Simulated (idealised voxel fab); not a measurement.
The process module that follows is named voxel tone inversion.
Section shown: cut. Width: 155 nm. Cell size: 5 nm, square.
For the purposes of this document, a cross-section shall be understood as a grid of square cells, specified as bands listed in top-to-bottom order, each band consisting of one or more rows of cells. It is stipulated that each band's entry specify, in nanometres, the height of the top of the band and then that of its bottom, followed by the materials of the band in left-to-right sequence, each together with its width in nanometres. A single material marked by the word "edge to edge" is understood to fill the band from edge to edge; the word "air" is understood to denote empty space. Heads up on the height convention: 0 is the point under which the incoming wafer is all one material, and the lowest band has no bottom, it just keeps going down, like "0 down". Note: "30..40" means the width goes from the first number (top row of the band) to the second number (bottom row) in equal steps per row of cells. When a step is marked "no change occurred", none of the cells in the cross-section changed during that step. The entry titled "Cavities, sealed" provides the empty spaces that have no open way to the top, restricted to those of 8 cells or more. Each is presented as width x height at distance, the distance being measured from the left edge, with all three in nm. Anything after a step's settings on that line? It's the simulator's own note about the step. The optional step-line setting "overlay nm" applies to steps with a mask and quantifies how far to the right of its planned location the mask lay, a negative value indicating leftward placement.
### The planned process steps are enumerated hereunder
- 1: RECEIVE (material Si)
- 2: CONFORMAL_DEP (material SiN; thk nm 5)
- 3: DIRECTIONAL_DEP (material polySi; thk nm 15)
- 4: PATTERN (tone cover; mask id POSTS; material resist; width nm 25; pitch nm 55; thk nm 20; overlay nm 0)
- 5: DIRECTIONAL_ETCH (etch materials polySi; depth nm 15)
- 6: STRIP (etch materials resist)
- 7: FILL_DEP (material lowk; thk nm 5)
- 8: CMP (height nm 20)
- 9: STRIP (etch materials polySi)
- 10: CONFORMAL_DEP (material TiN; thk nm 5)
- 11: FILL_DEP (material Ru; thk nm 10)
- 12: CMP (height nm 20)
- 13: CONFORMAL_DEP (material SiN; thk nm 5)
### So this is the incoming wafer in cross-section - it's already been through step 1
    0 down: Si edge to edge
    Cavities, sealed: none
### First of two wafers, end-of-module section, run followed plan
    25 to 20: SiN edge to edge
    20 to 10: lowk 35; TiN 5; Ru 15; TiN 5; lowk 30; TiN 5; Ru 15; TiN 5; lowk 40
    10 to 5: lowk 35; TiN 25; lowk 30; TiN 25; lowk 40
    5 to 0: SiN edge to edge
    0 down: Si edge to edge
    Cavities, sealed: none
### Cross-section of the latter of the two wafers at module completion. It had an identical start and an identical plan to the former; in running it, one mistake was made
    25 to 20: SiN edge to edge
    20 to 10: lowk 35; polySi 5; Ru 15; polySi 5; lowk 30; polySi 5; Ru 15; polySi 5; lowk 40
    10 to 5: lowk 35; polySi 25; lowk 30; polySi 25; lowk 40
    5 to 0: SiN edge to edge
    0 down: Si edge to edge
    Cavities, sealed: none
In executing the process, a mistake was made relative to the plan: step 10 deviated from plan and actually ran as CONFORMAL_DEP (material polySi; thk nm 5)
Heads up, by the end the second wafer has more or fewer cells of some materials compared to the first: TiN: 18 fewer; polySi: 18 more
